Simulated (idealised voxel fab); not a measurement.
Module name: voxel spacer lines (process module)
Displayed cross-section: cut, width of 175 nm, square cells sized 5 nm.
Format of a cross-section: grid, square cells. Given as bands. Order: top down. Band: one or more rows of cells. Quick guide to a band line: top height, bottom height (nm) up front; then every material left to right with its width in nm. Only one material and it's marked "full width"? Then it fills the band edge to edge. And "blank" just means empty space. Heights are measured from 0, the level below which the as-received wafer is all one material; the lowest band has no bottom and continues downward, written as in "0 nm and below". The two numbers in a width such as "30->40" mark its ends across the band: the first belongs to the top row of cells, the second to the bottom row, and from each row to the next the width moves by the same amount. "nothing got changed" means the step left every cell of the cross-section as it was. You'll see "Enclosed void catalog" listing empty spaces that have no way open to the top, as long as they're 8 cells or more; the notation is width x height at distance, where the distance is from the left edge, and all of it is in nm. If you see something after the settings on a step's line, that's the simulator's own remark about that step. overlay nm, on a step with a mask: how far to the right of its planned place the mask lay; to the left if negative.
[Below is the list of planned process steps]
1,op RECEIVE | material Si
2,op CONFORMAL_DEP | material Al2O3 | thk nm 5
3,op DIRECTIONAL_DEP | material TiN | thk nm 20
4,op DIRECTIONAL_DEP | material aC | thk nm 30
5,op PATTERN | tone cover | mask id MANDREL | material resist | width nm 20 | pitch nm 60 | thk nm 40 | overlay nm 0
6,op DIRECTIONAL_ETCH | etch materials aC | depth nm 30
7,op STRIP | etch materials resist
8,op CONFORMAL_DEP | material SiO2 | thk nm 10
9,op DIRECTIONAL_ETCH | etch materials SiO2 | depth nm 10
10,op STRIP | etch materials aC
11,op DIRECTIONAL_ETCH | etch materials TiN | depth nm 20
12,op STRIP | etch materials SiO2
[Wafer cross-section on receipt, i.e. after step 1]
> 0 nm and below = Si full width
> Enclosed void catalog: none
[End-of-module cross-section of the first of two wafers, processed as planned]
> 25 nm to 5 nm = blank (5) / TiN (10) / blank (20) / TiN (10) / blank (20) / TiN (10) / blank (20) / TiN (10) / blank (20) / TiN (10) / blank (20) / TiN (10) / blank (10)
> 5 nm to 0 nm = Al2O3 full width
> 0 nm and below = Si full width
> Enclosed void catalog: none
[Here is the second of the two wafers cut open at the end of the module - same start, same plan as the first one, but we made one mistake running it]
> 25 nm to 5 nm = blank (5) / TiN (10) / blank (25) / TiN (10) / blank (15) / TiN (10) / blank (25) / TiN (10) / blank (15) / TiN (10) / blank (25) / TiN (10) / blank (5)
> 5 nm to 0 nm = Al2O3 full width
> 0 nm and below = Si full width
> Enclosed void catalog: none
In executing the process, a mistake was made relative to the plan: note that step 5 departed from the planned setting and was carried out as op PATTERN | tone cover | mask id MANDREL | material resist | width nm 25 | pitch nm 60 | thk nm 40 | overlay nm 0
Tallied in cells, the final second wafer holds each material in the same quantity as the first, although not at the same places.
